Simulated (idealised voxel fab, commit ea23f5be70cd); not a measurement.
process module | voxel wiring stack
cross-section cut | 295 nm wide | cells 5 nm
A cross-section is a grid of square cells, given in bands from the top down. A band is one or more rows of cells.
Each band's line starts with the height of the band's top and of its bottom, in nm. Then come its materials from left to right, each with its width in nm. One material with "throughout" fills the band from edge to edge. "air" is empty space.
Height 0 is the level under which the wafer as received is all one material. The lowest band goes on downwards, as in "0 down".
A width such as "30 to 40" changes by the same amount from each row of cells to the next, from the band's top row to its bottom row.
"no change" after a step means that no cell of the cross-section changed.
closed voids: empty space of 8 cells or more with no open way to the top, each as width x height at its distance from the left edge, in nm
after a step's settings: what the simulator itself notes on the step
overlay nm, on a step with a mask: how far to the right of its planned place the mask lay; to the left if negative
plan
1 op RECEIVE | material Si
2 op CONFORMAL_DEP | material SiO2 | thk nm 15
3 op CONFORMAL_DEP | material SiN | thk nm 5
4 op DIRECTIONAL_DEP | material lowk | thk nm 15
5 op PATTERN | tone open | mask id METAL_1 | material resist | width nm 25 | pitch nm 55 | thk nm 15 | overlay nm 0
6 op DIRECTIONAL_ETCH | etch materials lowk | depth nm 15
7 op DIRECTIONAL_ETCH | etch materials SiN | depth nm 5
8 op STRIP | etch materials resist
9 op CONFORMAL_DEP | material TiN | thk nm 5
10 op FILL_DEP | material Cu | thk nm 10
11 op CMP | height nm 35
12 op CONFORMAL_DEP | material SiCN | thk nm 5
13 op DIRECTIONAL_DEP | material lowk | thk nm 10
14 op PATTERN | tone open | mask id PLUG_1 | material resist | width nm 15 | pitch nm 55 | thk nm 20 | overlay nm 0
15 op DIRECTIONAL_ETCH | etch materials lowk | depth nm 10
16 op DIRECTIONAL_ETCH | etch materials SiCN | depth nm 5
17 op STRIP | etch materials resist
18 op EPI | material Ru | thk nm 10
19 op EPI | material Ru | thk nm 5
20 op CONFORMAL_DEP | material SiCN | thk nm 5
21 op DIRECTIONAL_DEP | material SiO2 | thk nm 25
22 op PATTERN | tone open | mask id METAL_2 | material resist | width nm 25 | pitch nm 55 | thk nm 15 | overlay nm 0
23 op DIRECTIONAL_ETCH | etch materials SiO2 | depth nm 25
24 op DIRECTIONAL_ETCH | etch materials SiCN | depth nm 5
25 op STRIP | etch materials resist
26 op CONFORMAL_DEP | material TiN | thk nm 5
27 op FILL_DEP | material Ru | thk nm 5
28 op CMP | height nm 80
29 op CONFORMAL_DEP | material SiCN | thk nm 5
30 op DIRECTIONAL_DEP | material SiO2 | thk nm 20
31 op MASKED_ETCH | tone open | mask id PLUG_2 | width nm 15 | pitch nm 110 | etch materials SiO2 | depth nm 20 | overlay nm 0
32 op MASKED_ETCH | tone open | mask id PLUG_2 | width nm 15 | pitch nm 110 | etch materials SiCN | depth nm 5 | overlay nm 0
33 op EPI | material Ru | thk nm 10
34 op EPI | material Ru | thk nm 10
35 op EPI | material Ru | thk nm 5
36 op CONFORMAL_DEP | material SiCN | thk nm 5
37 op DIRECTIONAL_DEP | material lowk | thk nm 20
38 op MASKED_ETCH | tone open | mask id METAL_3 | width nm 25 | pitch nm 55 | etch materials lowk | depth nm 20 | overlay nm 0
39 op MASKED_ETCH | tone open | mask id METAL_3 | width nm 25 | pitch nm 55 | etch materials SiCN | depth nm 5 | overlay nm 0
40 op CONFORMAL_DEP | material TiN | thk nm 5
41 op FILL_DEP | material W | thk nm 10
42 op CMP | height nm 130
43 op CONFORMAL_DEP | material SiCN | thk nm 5
44 op DIRECTIONAL_DEP | material SiO2 | thk nm 35
45 op MASKED_ETCH | tone open | mask id METAL_4_HOLES | width nm 15 | pitch nm 55 | etch materials SiO2 | depth nm 35 | overlay nm 0
46 op PATTERN | tone open | mask id METAL_4 | material resist | width nm 25 | pitch nm 55 | thk nm 20 | overlay nm 0
47 op DIRECTIONAL_ETCH | etch materials SiO2 | depth nm 20
48 op DIRECTIONAL_ETCH | etch materials SiCN | depth nm 5
49 op STRIP | etch materials resist
50 op CONFORMAL_DEP | material TiN | thk nm 5
51 op FILL_DEP | material Ru | thk nm 10
52 op CMP | height nm 170
53 op CONFORMAL_DEP | material SiCN | thk nm 5
as received, after step 1
  0 down: Si throughout
  closed voids: none
first wafer at the end, as planned
  175 to 170: SiCN throughout
  170 to 155: SiO2 80 | TiN 5 | Ru 15 | TiN 5 | SiO2 30 | TiN 5 | Ru 15 | TiN 5 | SiO2 30 | TiN 5 | Ru 15 | TiN 5 | SiO2 80
  155 to 150: SiO2 80 | TiN 5 | Ru 5 | TiN 15 | SiO2 30 | TiN 5 | Ru 5 | TiN 15 | SiO2 30 | TiN 5 | Ru 5 | TiN 15 | SiO2 80
  150 to 135: SiO2 80 | TiN 5 | Ru 5 | TiN 5 | SiO2 40 | TiN 5 | Ru 5 | TiN 5 | SiO2 40 | TiN 5 | Ru 5 | TiN 5 | SiO2 90
  135 to 130: SiCN 80 | TiN 15 | SiCN 40 | TiN 15 | SiCN 40 | TiN 15 | SiCN 90
  130 to 110: lowk 80 | TiN 5 | W 15 | TiN 5 | lowk 30 | TiN 5 | W 15 | TiN 5 | lowk 30 | TiN 5 | W 15 | TiN 5 | lowk 80
  110 to 105: SiCN 80 | TiN 25 | SiCN 30 | TiN 25 | SiCN 30 | TiN 25 | SiCN 80
  105 to 85: SiO2 80 | Ru 15 | SiO2 95 | Ru 15 | SiO2 90
  85 to 80: SiCN 80 | Ru 15 | SiCN 95 | Ru 15 | SiCN 90
  80 to 55: SiO2 80 | TiN 5 | Ru 15 | TiN 5 | SiO2 30 | TiN 5 | Ru 15 | TiN 5 | SiO2 30 | TiN 5 | Ru 15 | TiN 5 | SiO2 80
  55 to 50: SiCN 80 | TiN 25 | SiCN 30 | TiN 25 | SiCN 30 | TiN 25 | SiCN 80
  50 to 40: lowk 80 | Ru 15 | lowk 40 | Ru 15 | lowk 40 | Ru 15 | lowk 90
  40 to 35: SiCN 80 | Ru 15 | SiCN 40 | Ru 15 | SiCN 40 | Ru 15 | SiCN 90
  35 to 20: lowk 80 | TiN 5 | Cu 15 | TiN 5 | lowk 30 | TiN 5 | Cu 15 | TiN 5 | lowk 30 | TiN 5 | Cu 15 | TiN 5 | lowk 80
  20 to 15: SiN 80 | TiN 25 | SiN 30 | TiN 25 | SiN 30 | TiN 25 | SiN 80
  15 to 0: SiO2 throughout
  0 down: Si throughout
  closed voids: none
second wafer at the end: like start, like plan, one mistake
  175 to 170: SiCN throughout
  170 to 155: SiO2 80 | TiN 5 | Ru 15 | TiN 5 | SiO2 30 | TiN 5 | Ru 15 | TiN 5 | SiO2 30 | TiN 5 | Ru 15 | TiN 5 | SiO2 80
  155 to 150: SiO2 80 | TiN 5 | Ru 5 | TiN 15 | SiO2 30 | TiN 5 | Ru 5 | TiN 15 | SiO2 30 | TiN 5 | Ru 5 | TiN 15 | SiO2 80
  150 to 135: SiO2 80 | TiN 5 | Ru 5 | TiN 5 | SiO2 40 | TiN 5 | Ru 5 | TiN 5 | SiO2 40 | TiN 5 | Ru 5 | TiN 5 | SiO2 90
  135 to 130: SiCN 80 | TiN 15 | SiCN 40 | TiN 15 | SiCN 40 | TiN 15 | SiCN 90
  130 to 110: lowk 80 | SiO2 5 | W 15 | SiO2 5 | lowk 30 | SiO2 5 | W 15 | SiO2 5 | lowk 30 | SiO2 5 | W 15 | SiO2 5 | lowk 80
  110 to 105: SiCN 80 | SiO2 25 | SiCN 30 | SiO2 25 | SiCN 30 | SiO2 25 | SiCN 80
  105 to 85: SiO2 80 | Ru 15 | SiO2 95 | Ru 15 | SiO2 90
  85 to 80: SiCN 80 | Ru 15 | SiCN 95 | Ru 15 | SiCN 90
  80 to 55: SiO2 80 | TiN 5 | Ru 15 | TiN 5 | SiO2 30 | TiN 5 | Ru 15 | TiN 5 | SiO2 30 | TiN 5 | Ru 15 | TiN 5 | SiO2 80
  55 to 50: SiCN 80 | TiN 25 | SiCN 30 | TiN 25 | SiCN 30 | TiN 25 | SiCN 80
  50 to 40: lowk 80 | Ru 15 | lowk 40 | Ru 15 | lowk 40 | Ru 15 | lowk 90
  40 to 35: SiCN 80 | Ru 15 | SiCN 40 | Ru 15 | SiCN 40 | Ru 15 | SiCN 90
  35 to 20: lowk 80 | TiN 5 | Cu 15 | TiN 5 | lowk 30 | TiN 5 | Cu 15 | TiN 5 | lowk 30 | TiN 5 | Cu 15 | TiN 5 | lowk 80
  20 to 15: SiN 80 | TiN 25 | SiN 30 | TiN 25 | SiN 30 | TiN 25 | SiN 80
  15 to 0: SiO2 throughout
  0 down: Si throughout
  closed voids: none
what went wrong: step 40 ran as: op CONFORMAL_DEP | material SiO2 | thk nm 5
at the end the second wafer has, in cells: 39 more of SiO2 | 39 fewer of TiN
